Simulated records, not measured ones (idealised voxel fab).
process module | voxel fin reveal
cross-section cut | 285 nm wide | cells 5 nm
A cross-section is a grid of square cells, given in bands from the top down. A band is one or more rows of cells.
Each band's line starts with the height of the band's top and of its bottom, in nm. Then come its materials from left to right, each with its width in nm. One material with "throughout" fills the band from edge to edge. "air" is empty space.
Height 0 is the level under which the wafer as received is all one material. The lowest band goes on downwards, as in "0 down".
A width such as "30 to 40" changes by the same amount from each row of cells to the next, from the band's top row to its bottom row.
"no change" after a step means that no cell of the cross-section changed.
closed voids: empty space of 8 cells or more with no open way to the top, each as width x height at its distance from the left edge, in nm
after a step's settings: what the simulator itself notes on the step
overlay nm, on a step with a mask: how far to the right of its planned place the mask lay; to the left if negative
Each pair below shows a cross-section before one step and the cross-section after it, down to the lowest band that changed. The line under each pair gives the step between them, with its settings. The pairs can come from different runs of this module on the same starting wafer, so a pair continues from the pair above only where its "before" says so.
before
  0 down: Si throughout
  closed voids: none
after
  5 to 0: SiN throughout
  below 0: unchanged
  closed voids: none
the step between: op CONFORMAL_DEP | material SiN | thk nm 5
before: the cross-section after the pair above
after
  15 to 5: aC throughout
  below 5: unchanged
  closed voids: none
the step between: op DIRECTIONAL_DEP | material aC | thk nm 10
before: the cross-section after the pair above
after
  45 to 15: air 90 | resist 15 | air 30 | resist 15 | air 30 | resist 15 | air 90
  below 15: unchanged
  closed voids: none
the step between: op PATTERN | tone cover | mask id FINS | material resist | width nm 15 | pitch nm 45 | thk nm 30 | overlay nm 0
before: the cross-section after the pair above
after
  35 to 15: air 90 | resist 15 | air 30 | resist 15 | air 30 | resist 15 | air 90
  15 to 5: air 90 | aC 15 | air 30 | aC 15 | air 30 | aC 15 | air 90
  below 5: unchanged
  closed voids: none
the step between: op DIRECTIONAL_ETCH | etch materials aC | depth nm 10
before: the cross-section after the pair above
after
  15 to 5: air 90 | aC 15 | air 30 | aC 15 | air 30 | aC 15 | air 90
  below 5: unchanged
  closed voids: none
the step between: op STRIP | etch materials resist
before: the cross-section after the pair above
after
  15 to 5: air 90 | aC 15 | air 30 | aC 15 | air 30 | aC 15 | air 90
  5 to 0: air 90 | SiN 15 | air 30 | SiN 15 | air 30 | SiN 15 | air 90
  below 0: unchanged
  closed voids: none
the step between: op DIRECTIONAL_ETCH | etch materials SiN | depth nm 5
before: the cross-section after the pair above
after
  15 to 5: air 90 | aC 15 | air 30 | aC 15 | air 30 | aC 15 | air 90
  5 to 0: air 90 | SiN 15 | air 30 | SiN 15 | air 30 | SiN 15 | air 90
  0 to -40: air 90 | Si 15 | air 30 | Si 15 | air 30 | Si 15 | air 90
  below -40: unchanged
  closed voids: none
the step between: op DIRECTIONAL_ETCH | etch materials Si | depth nm 40
before: the cross-section after the pair above
after
  5 to 0: air 90 | SiN 15 | air 30 | SiN 15 | air 30 | SiN 15 | air 90
  below 0: unchanged
  closed voids: none
the step between: op STRIP | etch materials aC
before: the cross-section after the pair above
after
  20 to 5: SiO2 throughout
  5 to 0: SiO2 90 | SiN 15 | SiO2 30 | SiN 15 | SiO2 30 | SiN 15 | SiO2 90
  0 to -40: SiO2 90 | Si 15 | SiO2 30 | Si 15 | SiO2 30 | Si 15 | SiO2 90
  below -40: unchanged
  closed voids: none
the step between: op FILL_DEP | material SiO2 | thk nm 15
before: the cross-section after the pair above
after
  5 to 0: SiO2 90 | SiN 15 | SiO2 30 | SiN 15 | SiO2 30 | SiN 15 | SiO2 90
  below 0: unchanged
  closed voids: none
the step between: op CMP | height nm 5
before: the cross-section after the pair above
after
  5 to 0: air 90 | SiN 15 | air 30 | SiN 15 | air 30 | SiN 15 | air 90
  0 to -15: air 90 | Si 15 | air 30 | Si 15 | air 30 | Si 15 | air 90
  below -15: unchanged
  closed voids: none
the step between: op SELECTIVE_ETCH | etch materials SiO2 | depth nm 20
before: the cross-section after the pair above
after
  0 to -15: air 90 | Si 15 | air 30 | Si 15 | air 30 | Si 15 | air 90
  below -15: unchanged
  closed voids: none
the step between: op STRIP | etch materials SiN
before: the cross-section after the pair above
after
  5 to 0: air 85 | SiO2 25 | air 20 | SiO2 25 | air 20 | SiO2 25 | air 85
  0 to -10: air 85 | SiO2 5 | Si 15 | SiO2 5 | air 20 | SiO2 5 | Si 15 | SiO2 5 | air 20 | SiO2 5 | Si 15 | SiO2 5 | air 85
  -10 to -40: SiO2 90 | Si 15 | SiO2 30 | Si 15 | SiO2 30 | Si 15 | SiO2 90
  below -40: unchanged
  closed voids: none
the step between: op CONFORMAL_DEP | material SiO2 | thk nm 5
before
  5 to 0: air 90 | SiN 15 | air 30 | SiN 15 | air 30 | SiN 15 | air 90
  0 to -15: air 90 | Si 15 | air 30 | Si 15 | air 30 | Si 15 | air 90
  -15 to -40: SiO2 90 | Si 15 | SiO2 30 | Si 15 | SiO2 30 | Si 15 | SiO2 90
  -40 down: Si throughout
  closed voids: none
after
  5 to 0: air 90 | SiN 15 | air 30 | SiN 15 | air 30 | SiN 15 | air 90
  0 to -35: air 90 | Si 15 | air 30 | Si 15 | air 30 | Si 15 | air 90
  below -35: unchanged
  closed voids: none
the step between: op SELECTIVE_ETCH | etch materials SiO2 | depth nm 20
before: the cross-section after the pair above
after
  0 to -35: air 90 | Si 15 | air 30 | Si 15 | air 30 | Si 15 | air 90
  below -35: unchanged
  closed voids: none
the step between: op STRIP | etch materials SiN
before: the cross-section after the pair above
after
  5 to 0: air 85 | SiO2 25 | air 20 | SiO2 25 | air 20 | SiO2 25 | air 85
  0 to -30: air 85 | SiO2 5 | Si 15 | SiO2 5 | air 20 | SiO2 5 | Si 15 | SiO2 5 | air 20 | SiO2 5 | Si 15 | SiO2 5 | air 85
  -30 to -40: SiO2 90 | Si 15 | SiO2 30 | Si 15 | SiO2 30 | Si 15 | SiO2 90
  below -40: unchanged
  closed voids: none
the step between: op CONFORMAL_DEP | material SiO2 | thk nm 5
before
  5 to 0: SiO2 90 | SiN 15 | SiO2 30 | SiN 15 | SiO2 30 | SiN 15 | SiO2 90
  0 to -40: SiO2 90 | Si 15 | SiO2 30 | Si 15 | SiO2 30 | Si 15 | SiO2 90
  -40 down: Si throughout
  closed voids: none
after
  5 to 0: SiO2 90 | air 15 | SiO2 30 | air 15 | SiO2 30 | air 15 | SiO2 90
  below 0: unchanged
  closed voids: none
the step between: op STRIP | etch materials SiN
before: the cross-section after the pair above
after
  0 to -15: air 90 | Si 15 | air 30 | Si 15 | air 30 | Si 15 | air 90
  -15 to -20: SiO2 70 | air 20 | Si 15 | air 30 | Si 15 | air 30 | Si 15 | air 20 | SiO2 70
  below -20: unchanged
  closed voids: none
the step between: op SELECTIVE_ETCH | etch materials SiO2 | depth nm 20
before: the cross-section after the pair above
after
  5 to 0: air 85 | SiO2 25 | air 20 | SiO2 25 | air 20 | SiO2 25 | air 85
  0 to -10: air 85 | SiO2 5 | Si 15 | SiO2 5 | air 20 | SiO2 5 | Si 15 | SiO2 5 | air 20 | SiO2 5 | Si 15 | SiO2 5 | air 85
  -10 to -15: SiO2 75 | air 10 | SiO2 5 | Si 15 | SiO2 5 | air 20 | SiO2 5 | Si 15 | SiO2 5 | air 20 | SiO2 5 | Si 15 | SiO2 5 | air 10 | SiO2 75
  -15 to -40: SiO2 90 | Si 15 | SiO2 30 | Si 15 | SiO2 30 | Si 15 | SiO2 90
  below -40: unchanged
  closed voids: none
the step between: op CONFORMAL_DEP | material SiO2 | thk nm 5
before
  15 to 5: air 90 | aC 15 | air 30 | aC 15 | air 30 | aC 15 | air 90
  5 to 0: air 90 | SiN 15 | air 30 | SiN 15 | air 30 | SiN 15 | air 90
  0 down: Si throughout
  closed voids: none
after
  15 to 5: air 90 | aC 15 | air 30 | aC 15 | air 30 | aC 15 | air 90
  5 to 0: air 90 | SiN 15 | air 30 | SiN 15 | air 30 | SiN 15 | air 90
  0 to -35: air 90 | Si 15 | air 30 | Si 15 | air 30 | Si 15 | air 90
  below -35: unchanged
  closed voids: none
the step between: op DIRECTIONAL_ETCH | etch materials Si | depth nm 35
before: the cross-section after the pair above
after
  5 to 0: air 90 | SiN 15 | air 30 | SiN 15 | air 30 | SiN 15 | air 90
  below 0: unchanged
  closed voids: none
the step between: op STRIP | etch materials aC
before: the cross-section after the pair above
after
  20 to 5: SiO2 throughout
  5 to 0: SiO2 90 | SiN 15 | SiO2 30 | SiN 15 | SiO2 30 | SiN 15 | SiO2 90
  0 to -35: SiO2 90 | Si 15 | SiO2 30 | Si 15 | SiO2 30 | Si 15 | SiO2 90
  below -35: unchanged
  closed voids: none
the step between: op FILL_DEP | material SiO2 | thk nm 15
before: the cross-section after the pair above
after
  5 to 0: SiO2 90 | SiN 15 | SiO2 30 | SiN 15 | SiO2 30 | SiN 15 | SiO2 90
  below 0: unchanged
  closed voids: none
the step between: op CMP | height nm 5
before: the cross-section after the pair above
after
  5 to 0: air 90 | SiN 15 | air 30 | SiN 15 | air 30 | SiN 15 | air 90
  0 to -15: air 90 | Si 15 | air 30 | Si 15 | air 30 | Si 15 | air 90
  below -15: unchanged
  closed voids: none
the step between: op SELECTIVE_ETCH | etch materials SiO2 | depth nm 20
before: the cross-section after the pair above
after
  0 to -15: air 90 | Si 15 | air 30 | Si 15 | air 30 | Si 15 | air 90
  below -15: unchanged
  closed voids: none
the step between: op STRIP | etch materials SiN
before: the cross-section after the pair above
after
  5 to 0: air 85 | SiO2 25 | air 20 | SiO2 25 | air 20 | SiO2 25 | air 85
  0 to -10: air 85 | SiO2 5 | Si 15 | SiO2 5 | air 20 | SiO2 5 | Si 15 | SiO2 5 | air 20 | SiO2 5 | Si 15 | SiO2 5 | air 85
  -10 to -35: SiO2 90 | Si 15 | SiO2 30 | Si 15 | SiO2 30 | Si 15 | SiO2 90
  below -35: unchanged
  closed voids: none
the step between: op CONFORMAL_DEP | material SiO2 | thk nm 5
before
  15 to 5: aC throughout
  5 to 0: SiN throughout
  0 down: Si throughout
  closed voids: none
after
  45 to 15: air 90 | resist 20 | air 25 | resist 20 | air 25 | resist 20 | air 85
  below 15: unchanged
  closed voids: none
the step between: op PATTERN | tone cover | mask id FINS | material resist | width nm 20 | pitch nm 45 | thk nm 30 | overlay nm 0
before: the cross-section after the pair above
after
  35 to 15: air 90 | resist 20 | air 25 | resist 20 | air 25 | resist 20 | air 85
  15 to 5: air 90 | aC 20 | air 25 | aC 20 | air 25 | aC 20 | air 85
  below 5: unchanged
  closed voids: none
the step between: op DIRECTIONAL_ETCH | etch materials aC | depth nm 10
before: the cross-section after the pair above
after
  15 to 5: air 90 | aC 20 | air 25 | aC 20 | air 25 | aC 20 | air 85
  below 5: unchanged
  closed voids: none
the step between: op STRIP | etch materials resist
before: the cross-section after the pair above
after
  15 to 5: air 90 | aC 20 | air 25 | aC 20 | air 25 | aC 20 | air 85
  5 to 0: air 90 | SiN 20 | air 25 | SiN 20 | air 25 | SiN 20 | air 85
  below 0: unchanged
  closed voids: none
the step between: op DIRECTIONAL_ETCH | etch materials SiN | depth nm 5
before: the cross-section after the pair above
after
  15 to 5: air 90 | aC 20 | air 25 | aC 20 | air 25 | aC 20 | air 85
  5 to 0: air 90 | SiN 20 | air 25 | SiN 20 | air 25 | SiN 20 | air 85
  0 to -40: air 90 | Si 20 | air 25 | Si 20 | air 25 | Si 20 | air 85
  below -40: unchanged
  closed voids: none
the step between: op DIRECTIONAL_ETCH | etch materials Si | depth nm 40
before: the cross-section after the pair above
after
  5 to 0: air 90 | SiN 20 | air 25 | SiN 20 | air 25 | SiN 20 | air 85
  below 0: unchanged
  closed voids: none
the step between: op STRIP | etch materials aC
before: the cross-section after the pair above
after
  20 to 5: SiO2 throughout
  5 to 0: SiO2 90 | SiN 20 | SiO2 25 | SiN 20 | SiO2 25 | SiN 20 | SiO2 85
  0 to -40: SiO2 90 | Si 20 | SiO2 25 | Si 20 | SiO2 25 | Si 20 | SiO2 85
  below -40: unchanged
  closed voids: none
the step between: op FILL_DEP | material SiO2 | thk nm 15
before: the cross-section after the pair above
after
  5 to 0: SiO2 90 | SiN 20 | SiO2 25 | SiN 20 | SiO2 25 | SiN 20 | SiO2 85
  below 0: unchanged
  closed voids: none
the step between: op CMP | height nm 5
before: the cross-section after the pair above
after
  5 to 0: air 90 | SiN 20 | air 25 | SiN 20 | air 25 | SiN 20 | air 85
  0 to -15: air 90 | Si 20 | air 25 | Si 20 | air 25 | Si 20 | air 85
  below -15: unchanged
  closed voids: none
the step between: op SELECTIVE_ETCH | etch materials SiO2 | depth nm 20
before: the cross-section after the pair above
after
  0 to -15: air 90 | Si 20 | air 25 | Si 20 | air 25 | Si 20 | air 85
  below -15: unchanged
  closed voids: none
the step between: op STRIP | etch materials SiN
before: the cross-section after the pair above
after
  5 to 0: air 85 | SiO2 30 | air 15 | SiO2 30 | air 15 | SiO2 30 | air 80
  0 to -10: air 85 | SiO2 5 | Si 20 | SiO2 5 | air 15 | SiO2 5 | Si 20 | SiO2 5 | air 15 | SiO2 5 | Si 20 | SiO2 5 | air 80
  -10 to -40: SiO2 90 | Si 20 | SiO2 25 | Si 20 | SiO2 25 | Si 20 | SiO2 85
  below -40: unchanged
  closed voids: none
the step between: op CONFORMAL_DEP | material SiO2 | thk nm 5
before
  15 to 5: aC throughout
  5 to 0: SiN throughout
  0 down: Si throughout
  closed voids: none
after
  45 to 15: air 95 | resist 15 | air 30 | resist 15 | air 30 | resist 15 | air 85
  below 15: unchanged
  closed voids: none
the step between: op PATTERN | tone cover | mask id FINS | material resist | width nm 15 | pitch nm 45 | thk nm 30 | overlay nm 5
before: the cross-section after the pair above
after
  35 to 15: air 95 | resist 15 | air 30 | resist 15 | air 30 | resist 15 | air 85
  15 to 5: air 95 | aC 15 | air 30 | aC 15 | air 30 | aC 15 | air 85
  below 5: unchanged
  closed voids: none
the step between: op DIRECTIONAL_ETCH | etch materials aC | depth nm 10
before: the cross-section after the pair above
after
  15 to 5: air 95 | aC 15 | air 30 | aC 15 | air 30 | aC 15 | air 85
  below 5: unchanged
  closed voids: none
the step between: op STRIP | etch materials resist
before: the cross-section after the pair above
after
  15 to 5: air 95 | aC 15 | air 30 | aC 15 | air 30 | aC 15 | air 85
  5 to 0: air 95 | SiN 15 | air 30 | SiN 15 | air 30 | SiN 15 | air 85
  below 0: unchanged
  closed voids: none
the step between: op DIRECTIONAL_ETCH | etch materials SiN | depth nm 5
before: the cross-section after the pair above
after
  15 to 5: air 95 | aC 15 | air 30 | aC 15 | air 30 | aC 15 | air 85
  5 to 0: air 95 | SiN 15 | air 30 | SiN 15 | air 30 | SiN 15 | air 85
  0 to -40: air 95 | Si 15 | air 30 | Si 15 | air 30 | Si 15 | air 85
  below -40: unchanged
  closed voids: none
the step between: op DIRECTIONAL_ETCH | etch materials Si | depth nm 40
before: the cross-section after the pair above
after
  5 to 0: air 95 | SiN 15 | air 30 | SiN 15 | air 30 | SiN 15 | air 85
  below 0: unchanged
  closed voids: none
the step between: op STRIP | etch materials aC
before: the cross-section after the pair above
after
  20 to 5: SiO2 throughout
  5 to 0: SiO2 95 | SiN 15 | SiO2 30 | SiN 15 | SiO2 30 | SiN 15 | SiO2 85
  0 to -40: SiO2 95 | Si 15 | SiO2 30 | Si 15 | SiO2 30 | Si 15 | SiO2 85
  below -40: unchanged
  closed voids: none
the step between: op FILL_DEP | material SiO2 | thk nm 15
before: the cross-section after the pair above
after
  5 to 0: SiO2 95 | SiN 15 | SiO2 30 | SiN 15 | SiO2 30 | SiN 15 | SiO2 85
  below 0: unchanged
  closed voids: none
the step between: op CMP | height nm 5
before: the cross-section after the pair above
after
  5 to 0: air 95 | SiN 15 | air 30 | SiN 15 | air 30 | SiN 15 | air 85
  0 to -15: air 95 | Si 15 | air 30 | Si 15 | air 30 | Si 15 | air 85
  below -15: unchanged
  closed voids: none
the step between: op SELECTIVE_ETCH | etch materials SiO2 | depth nm 20
before: the cross-section after the pair above
after
  0 to -15: air 95 | Si 15 | air 30 | Si 15 | air 30 | Si 15 | air 85
  below -15: unchanged
  closed voids: none
the step between: op STRIP | etch materials SiN
before: the cross-section after the pair above
after
  5 to 0: air 90 | SiO2 25 | air 20 | SiO2 25 | air 20 | SiO2 25 | air 80
  0 to -10: air 90 | SiO2 5 | Si 15 | SiO2 5 | air 20 | SiO2 5 | Si 15 | SiO2 5 | air 20 | SiO2 5 | Si 15 | SiO2 5 | air 80
  -10 to -40: SiO2 95 | Si 15 | SiO2 30 | Si 15 | SiO2 30 | Si 15 | SiO2 85
  below -40: unchanged
  closed voids: none
the step between: op CONFORMAL_DEP | material SiO2 | thk nm 5
before
  0 to -15: air 90 | Si 15 | air 30 | Si 15 | air 30 | Si 15 | air 90
  -15 to -40: SiO2 90 | Si 15 | SiO2 30 | Si 15 | SiO2 30 | Si 15 | SiO2 90
  -40 down: Si throughout
  closed voids: none
after
  5 to 0: air 85 | aC 25 | air 20 | aC 25 | air 20 | aC 25 | air 85
  0 to -10: air 85 | aC 5 | Si 15 | aC 5 | air 20 | aC 5 | Si 15 | aC 5 | air 20 | aC 5 | Si 15 | aC 5 | air 85
  -10 to -15: aC 90 | Si 15 | aC 30 | Si 15 | aC 30 | Si 15 | aC 90
  below -15: unchanged
  closed voids: none
the step between: op CONFORMAL_DEP | material aC | thk nm 5
before
  15 to 5: aC throughout
  5 to 0: SiN throughout
  0 down: Si throughout
  closed voids: none
after
  45 to 15: resist 90 | air 15 | resist 30 | air 15 | resist 30 | air 15 | resist 90
  below 15: unchanged
  closed voids: none
the step between: op PATTERN | tone open | mask id FINS | material resist | width nm 15 | pitch nm 45 | thk nm 30 | overlay nm 0
before: the cross-section after the pair above
after
  35 to 15: resist 90 | air 15 | resist 30 | air 15 | resist 30 | air 15 | resist 90
  15 to 5: aC 90 | air 15 | aC 30 | air 15 | aC 30 | air 15 | aC 90
  below 5: unchanged
  closed voids: none
the step between: op DIRECTIONAL_ETCH | etch materials aC | depth nm 10
before: the cross-section after the pair above
after
  15 to 5: aC 90 | air 15 | aC 30 | air 15 | aC 30 | air 15 | aC 90
  below 5: unchanged
  closed voids: none
the step between: op STRIP | etch materials resist
before: the cross-section after the pair above
after
  15 to 5: aC 90 | air 15 | aC 30 | air 15 | aC 30 | air 15 | aC 90
  5 to 0: SiN 90 | air 15 | SiN 30 | air 15 | SiN 30 | air 15 | SiN 90
  below 0: unchanged
  closed voids: none
the step between: op DIRECTIONAL_ETCH | etch materials SiN | depth nm 5
before: the cross-section after the pair above
after
  15 to 5: aC 90 | air 15 | aC 30 | air 15 | aC 30 | air 15 | aC 90
  5 to 0: SiN 90 | air 15 | SiN 30 | air 15 | SiN 30 | air 15 | SiN 90
  0 to -40: Si 90 | air 15 | Si 30 | air 15 | Si 30 | air 15 | Si 90
  below -40: unchanged
  closed voids: none
the step between: op DIRECTIONAL_ETCH | etch materials Si | depth nm 40
before: the cross-section after the pair above
after
  5 to 0: SiN 90 | air 15 | SiN 30 | air 15 | SiN 30 | air 15 | SiN 90
  below 0: unchanged
  closed voids: none
the step between: op STRIP | etch materials aC
before: the cross-section after the pair above
after
  20 to 5: SiO2 throughout
  5 to 0: SiN 90 | SiO2 15 | SiN 30 | SiO2 15 | SiN 30 | SiO2 15 | SiN 90
  0 to -40: Si 90 | SiO2 15 | Si 30 | SiO2 15 | Si 30 | SiO2 15 | Si 90
  below -40: unchanged
  closed voids: none
the step between: op FILL_DEP | material SiO2 | thk nm 15
before: the cross-section after the pair above
after
  5 to 0: SiN 90 | SiO2 15 | SiN 30 | SiO2 15 | SiN 30 | SiO2 15 | SiN 90
  below 0: unchanged
  closed voids: none
the step between: op CMP | height nm 5
before: the cross-section after the pair above
after
  5 to 0: SiN 90 | air 15 | SiN 30 | air 15 | SiN 30 | air 15 | SiN 90
  0 to -15: Si 90 | air 15 | Si 30 | air 15 | Si 30 | air 15 | Si 90
  below -15: unchanged
  closed voids: none
the step between: op SELECTIVE_ETCH | etch materials SiO2 | depth nm 20
before: the cross-section after the pair above
after
  0 to -15: Si 90 | air 15 | Si 30 | air 15 | Si 30 | air 15 | Si 90
  below -15: unchanged
  closed voids: none
the step between: op STRIP | etch materials SiN
before: the cross-section after the pair above
after
  5 to 0: SiO2 95 | air 5 | SiO2 40 | air 5 | SiO2 40 | air 5 | SiO2 95
  0 to -10: Si 90 | SiO2 5 | air 5 | SiO2 5 | Si 30 | SiO2 5 | air 5 | SiO2 5 | Si 30 | SiO2 5 | air 5 | SiO2 5 | Si 90
  -10 to -40: Si 90 | SiO2 15 | Si 30 | SiO2 15 | Si 30 | SiO2 15 | Si 90
  below -40: unchanged
  closed voids: none
the step between: op CONFORMAL_DEP | material SiO2 | thk nm 5
